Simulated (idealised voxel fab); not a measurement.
process module | voxel capacitor over wiring
cross-section cut | 205 nm wide | cells 5 nm
A cross-section is a grid of square cells, given in bands from the top down. A band is one or more rows of cells.
Each band's line starts with the height of the band's top and of its bottom, in nm. Then come its materials from left to right, each with its width in nm. One material with "throughout" fills the band from edge to edge. "air" is empty space.
Height 0 is the level under which the wafer as received is all one material. The lowest band goes on downwards, as in "0 down".
A width such as "30 to 40" changes by the same amount from each row of cells to the next, from the band's top row to its bottom row.
"no change" after a step means that no cell of the cross-section changed.
closed voids: empty space of 8 cells or more with no open way to the top, each as width x height at its distance from the left edge, in nm
after a step's settings: what the simulator itself notes on the step
overlay nm, on a step with a mask: how far to the right of its planned place the mask lay; to the left if negative
plan
1 op RECEIVE | material Si
2 op CONFORMAL_DEP | material SiO2 | thk nm 10
3 op DIRECTIONAL_DEP | material TiN | thk nm 5
4 op DIRECTIONAL_DEP | material Ru | thk nm 20
5 op DIRECTIONAL_DEP | material aC | thk nm 10
6 op PATTERN | tone cover | mask id METAL_1 | material resist | width nm 30 | pitch nm 90 | thk nm 30 | overlay nm 0
7 op DIRECTIONAL_ETCH | etch materials aC | depth nm 10
8 op STRIP | etch materials resist
9 op DIRECTIONAL_ETCH | etch materials Ru | depth nm 20
10 op DIRECTIONAL_ETCH | etch materials TiN | depth nm 5
11 op STRIP | etch materials aC
12 op FILL_DEP | material lowk | thk nm 10
13 op CMP | height nm 35
14 op CONFORMAL_DEP | material SiCN | thk nm 5
15 op DIRECTIONAL_DEP | material lowk | thk nm 15
16 op DIRECTIONAL_DEP | material aC | thk nm 10
17 op PATTERN | tone open | mask id PLUG_1 | material resist | width nm 15 | thk nm 30 | overlay nm 0
18 op DIRECTIONAL_ETCH | etch materials aC | depth nm 10
19 op STRIP | etch materials resist
20 op DIRECTIONAL_ETCH | etch materials lowk | depth nm 15
21 op DIRECTIONAL_ETCH | etch materials SiCN | depth nm 5
22 op STRIP | etch materials aC
23 op EPI | material Ru | thk nm 10
24 op EPI | material Ru | thk nm 10
25 op DIRECTIONAL_DEP | material TiN | thk nm 10
26 op DIRECTIONAL_DEP | material HfO2 | thk nm 5
27 op DIRECTIONAL_DEP | material TiN | thk nm 5
28 op DIRECTIONAL_DEP | material aC | thk nm 10
29 op PATTERN | tone cover | mask id UPPER_PLATE | material resist | width nm 65 | thk nm 30 | overlay nm 0
30 op DIRECTIONAL_ETCH | etch materials aC | depth nm 10
31 op STRIP | etch materials resist
32 op DIRECTIONAL_ETCH | etch materials TiN | depth nm 5
33 op DIRECTIONAL_ETCH | etch materials HfO2 | depth nm 5
34 op STRIP | etch materials aC
35 op PATTERN | tone cover | mask id LOWER_PLATE | material resist | width nm 75 | thk nm 20 | overlay nm 0
36 op DIRECTIONAL_ETCH | etch materials TiN | depth nm 10
37 op STRIP | etch materials resist
38 op FILL_DEP | material SiO2 | thk nm 15
39 op CMP | height nm 85
40 op PATTERN | tone open | mask id PLUG_2 | material resist | width nm 15 | thk nm 15 | overlay nm 0
41 op DIRECTIONAL_ETCH | etch materials SiO2 | depth nm 10
42 op STRIP | etch materials resist
43 op CONFORMAL_DEP | material TiN | thk nm 5
44 op FILL_DEP | material Cu | thk nm 10
45 op CMP | height nm 85
46 op CONFORMAL_DEP | material SiCN | thk nm 5
first wafer, as planned
as received, after step 1
  0 down: Si throughout
  closed voids: none
after step 2
  10 to 0: SiO2 throughout
  below 0: unchanged
after step 3
  15 to 10: TiN throughout
  below 10: unchanged
after step 4
  35 to 15: Ru throughout
  below 15: unchanged
after step 5
  45 to 35: aC throughout
  below 35: unchanged
after step 6
  75 to 45: air 40 | resist 30 | air 60 | resist 30 | air 45
  below 45: unchanged
after step 7
  65 to 45: air 40 | resist 30 | air 60 | resist 30 | air 45
  45 to 35: air 40 | aC 30 | air 60 | aC 30 | air 45
  below 35: unchanged
after step 8
  45 to 35: air 40 | aC 30 | air 60 | aC 30 | air 45
  below 35: unchanged
after step 9
  45 to 35: air 40 | aC 30 | air 60 | aC 30 | air 45
  35 to 15: air 40 | Ru 30 | air 60 | Ru 30 | air 45
  below 15: unchanged
after step 10
  45 to 35: air 40 | aC 30 | air 60 | aC 30 | air 45
  35 to 15: air 40 | Ru 30 | air 60 | Ru 30 | air 45
  15 to 10: air 40 | TiN 30 | air 60 | TiN 30 | air 45
  below 10: unchanged
after step 11
  35 to 15: air 40 | Ru 30 | air 60 | Ru 30 | air 45
  below 15: unchanged
after step 12
  45 to 35: lowk throughout
  35 to 15: lowk 40 | Ru 30 | lowk 60 | Ru 30 | lowk 45
  15 to 10: lowk 40 | TiN 30 | lowk 60 | TiN 30 | lowk 45
  below 10: unchanged
after step 13
  35 to 15: lowk 40 | Ru 30 | lowk 60 | Ru 30 | lowk 45
  below 15: unchanged
after step 14
  40 to 35: SiCN throughout
  below 35: unchanged
after step 15
  55 to 40: lowk throughout
  below 40: unchanged
after step 16
  65 to 55: aC throughout
  below 55: unchanged
after step 17
  95 to 65: resist 55 | air 15 | resist 135
  below 65: unchanged
after step 18
  85 to 65: resist 55 | air 15 | resist 135
  65 to 55: aC 55 | air 15 | aC 135
  below 55: unchanged
after step 19
  65 to 55: aC 55 | air 15 | aC 135
  below 55: unchanged
after step 20
  65 to 55: aC 55 | air 15 | aC 135
  55 to 40: lowk 55 | air 15 | lowk 135
  below 40: unchanged
after step 21
  65 to 55: aC 55 | air 15 | aC 135
  55 to 40: lowk 55 | air 15 | lowk 135
  40 to 35: SiCN 55 | air 15 | SiCN 135
  below 35: unchanged
after step 22
  55 to 40: lowk 55 | air 15 | lowk 135
  below 40: unchanged
after step 23
  55 to 45: lowk 55 | air 15 | lowk 135
  45 to 40: lowk 55 | Ru 15 | lowk 135
  40 to 35: SiCN 55 | Ru 15 | SiCN 135
  below 35: unchanged
after step 24
  55 to 40: lowk 55 | Ru 15 | lowk 135
  below 40: unchanged
after step 25
  65 to 55: TiN throughout
  below 55: unchanged
after step 26
  70 to 65: HfO2 throughout
  below 65: unchanged
after step 27
  75 to 70: TiN throughout
  below 70: unchanged
after step 28
  85 to 75: aC throughout
  below 75: unchanged
after step 29
  115 to 85: air 55 | resist 65 | air 85
  below 85: unchanged
after step 30
  105 to 85: air 55 | resist 65 | air 85
  85 to 75: air 55 | aC 65 | air 85
  below 75: unchanged
after step 31
  85 to 75: air 55 | aC 65 | air 85
  below 75: unchanged
after step 32
  85 to 75: air 55 | aC 65 | air 85
  75 to 70: air 55 | TiN 65 | air 85
  below 70: unchanged
after step 33
  85 to 75: air 55 | aC 65 | air 85
  75 to 70: air 55 | TiN 65 | air 85
  70 to 65: air 55 | HfO2 65 | air 85
  below 65: unchanged
after step 34
  75 to 70: air 55 | TiN 65 | air 85
  below 70: unchanged
after step 35
  95 to 75: air 50 | resist 75 | air 80
  75 to 70: air 50 | resist 5 | TiN 65 | resist 5 | air 80
  70 to 65: air 50 | resist 5 | HfO2 65 | resist 5 | air 80
  below 65: unchanged
after step 36
  95 to 75: air 50 | resist 75 | air 80
  75 to 70: air 50 | resist 5 | TiN 65 | resist 5 | air 80
  70 to 65: air 50 | resist 5 | HfO2 65 | resist 5 | air 80
  65 to 55: air 50 | TiN 75 | air 80
  below 55: unchanged
after step 37
  75 to 70: air 55 | TiN 65 | air 85
  70 to 65: air 55 | HfO2 65 | air 85
  below 65: unchanged
after step 38
  90 to 75: SiO2 throughout
  75 to 70: SiO2 55 | TiN 65 | SiO2 85
  70 to 65: SiO2 55 | HfO2 65 | SiO2 85
  65 to 55: SiO2 50 | TiN 75 | SiO2 80
  below 55: unchanged
after step 39
  85 to 75: SiO2 throughout
  below 75: unchanged
after step 40
  100 to 85: resist 65 | air 15 | resist 125
  below 85: unchanged
after step 41
  100 to 85: resist 65 | air 15 | resist 125
  85 to 75: SiO2 65 | air 15 | SiO2 125
  below 75: unchanged
after step 42
  85 to 75: SiO2 65 | air 15 | SiO2 125
  below 75: unchanged
after step 43
  90 to 85: TiN 70 | air 5 | TiN 130
  85 to 80: SiO2 65 | TiN 5 | air 5 | TiN 5 | SiO2 125
  80 to 70: SiO2 65 to 55 | TiN 15 to 65 | SiO2 125 to 85
  below 70: unchanged
after step 44
  100 to 90: Cu throughout
  90 to 85: TiN 70 | Cu 5 | TiN 130
  85 to 80: SiO2 65 | TiN 5 | Cu 5 | TiN 5 | SiO2 125
  below 80: unchanged
after step 45
  85 to 80: SiO2 65 | TiN 5 | Cu 5 | TiN 5 | SiO2 125
  below 80: unchanged
after step 46
  90 to 85: SiCN throughout
  below 85: unchanged
second wafer: like start, like plan, one mistake. Through step 16 it matches the first wafer
when step 17 should have ended
  95 to 65: resist 50 | air 15 | resist 140
  below 65: unchanged
when step 18 should have ended
  85 to 65: resist 50 | air 15 | resist 140
  65 to 55: aC 50 | air 15 | aC 140
  below 55: unchanged
when step 19 should have ended
  65 to 55: aC 50 | air 15 | aC 140
  below 55: unchanged
when step 20 should have ended
  65 to 55: aC 50 | air 15 | aC 140
  55 to 40: lowk 50 | air 15 | lowk 140
  below 40: unchanged
when step 21 should have ended
  65 to 55: aC 50 | air 15 | aC 140
  55 to 40: lowk 50 | air 15 | lowk 140
  40 to 35: SiCN 50 | air 15 | SiCN 140
  below 35: unchanged
when step 22 should have ended
  55 to 40: lowk 50 | air 15 | lowk 140
  below 40: unchanged
when step 23 should have ended
  55 to 45: lowk 50 | air 15 | lowk 140
  45 to 40: lowk 50 | Ru 15 | lowk 140
  40 to 35: SiCN 50 | Ru 15 | SiCN 140
  below 35: unchanged
when step 24 should have ended
  55 to 40: lowk 50 | Ru 15 | lowk 140
  below 40: unchanged
when step 25 should have ended
  65 to 55: TiN throughout
  below 55: unchanged
when step 26 should have ended
  70 to 65: HfO2 throughout
  below 65: unchanged
when step 27 should have ended
  75 to 70: TiN throughout
  below 70: unchanged
when step 28 should have ended
  85 to 75: aC throughout
  below 75: unchanged
when step 29 should have ended
  115 to 85: air 55 | resist 65 | air 85
  below 85: unchanged
when step 30 should have ended
  105 to 85: air 55 | resist 65 | air 85
  85 to 75: air 55 | aC 65 | air 85
  below 75: unchanged
when step 31 should have ended
  85 to 75: air 55 | aC 65 | air 85
  below 75: unchanged
when step 32 should have ended
  85 to 75: air 55 | aC 65 | air 85
  75 to 70: air 55 | TiN 65 | air 85
  below 70: unchanged
when step 33 should have ended
  85 to 75: air 55 | aC 65 | air 85
  75 to 70: air 55 | TiN 65 | air 85
  70 to 65: air 55 | HfO2 65 | air 85
  below 65: unchanged
when step 34 should have ended
  75 to 70: air 55 | TiN 65 | air 85
  below 70: unchanged
when step 35 should have ended
  95 to 75: air 50 | resist 75 | air 80
  75 to 70: air 50 | resist 5 | TiN 65 | resist 5 | air 80
  70 to 65: air 50 | resist 5 | HfO2 65 | resist 5 | air 80
  below 65: unchanged
when step 36 should have ended
  95 to 75: air 50 | resist 75 | air 80
  75 to 70: air 50 | resist 5 | TiN 65 | resist 5 | air 80
  70 to 65: air 50 | resist 5 | HfO2 65 | resist 5 | air 80
  65 to 55: air 50 | TiN 75 | air 80
  below 55: unchanged
when step 37 should have ended
  75 to 70: air 55 | TiN 65 | air 85
  70 to 65: air 55 | HfO2 65 | air 85
  below 65: unchanged
when step 38 should have ended
  90 to 75: SiO2 throughout
  75 to 70: SiO2 55 | TiN 65 | SiO2 85
  70 to 65: SiO2 55 | HfO2 65 | SiO2 85
  65 to 55: SiO2 50 | TiN 75 | SiO2 80
  below 55: unchanged
when step 39 should have ended
  85 to 75: SiO2 throughout
  below 75: unchanged
when step 40 should have ended
  100 to 85: resist 65 | air 15 | resist 125
  below 85: unchanged
when step 41 should have ended
  100 to 85: resist 65 | air 15 | resist 125
  85 to 75: SiO2 65 | air 15 | SiO2 125
  below 75: unchanged
when step 42 should have ended
  85 to 75: SiO2 65 | air 15 | SiO2 125
  below 75: unchanged
when step 43 should have ended
  90 to 85: TiN 70 | air 5 | TiN 130
  85 to 80: SiO2 65 | TiN 5 | air 5 | TiN 5 | SiO2 125
  80 to 70: SiO2 65 to 55 | TiN 15 to 65 | SiO2 125 to 85
  below 70: unchanged
when step 44 should have ended
  100 to 90: Cu throughout
  90 to 85: TiN 70 | Cu 5 | TiN 130
  85 to 80: SiO2 65 | TiN 5 | Cu 5 | TiN 5 | SiO2 125
  below 80: unchanged
when step 45 should have ended
  85 to 80: SiO2 65 | TiN 5 | Cu 5 | TiN 5 | SiO2 125
  below 80: unchanged
when step 46 should have ended
  90 to 85: SiCN throughout
  below 85: unchanged
what went wrong: step 17 ran as: op PATTERN | tone open | mask id PLUG_1 | material resist | width nm 15 | thk nm 30 | overlay nm -5
at the end the second wafer has, in cells: as many of each material as the first, in other places
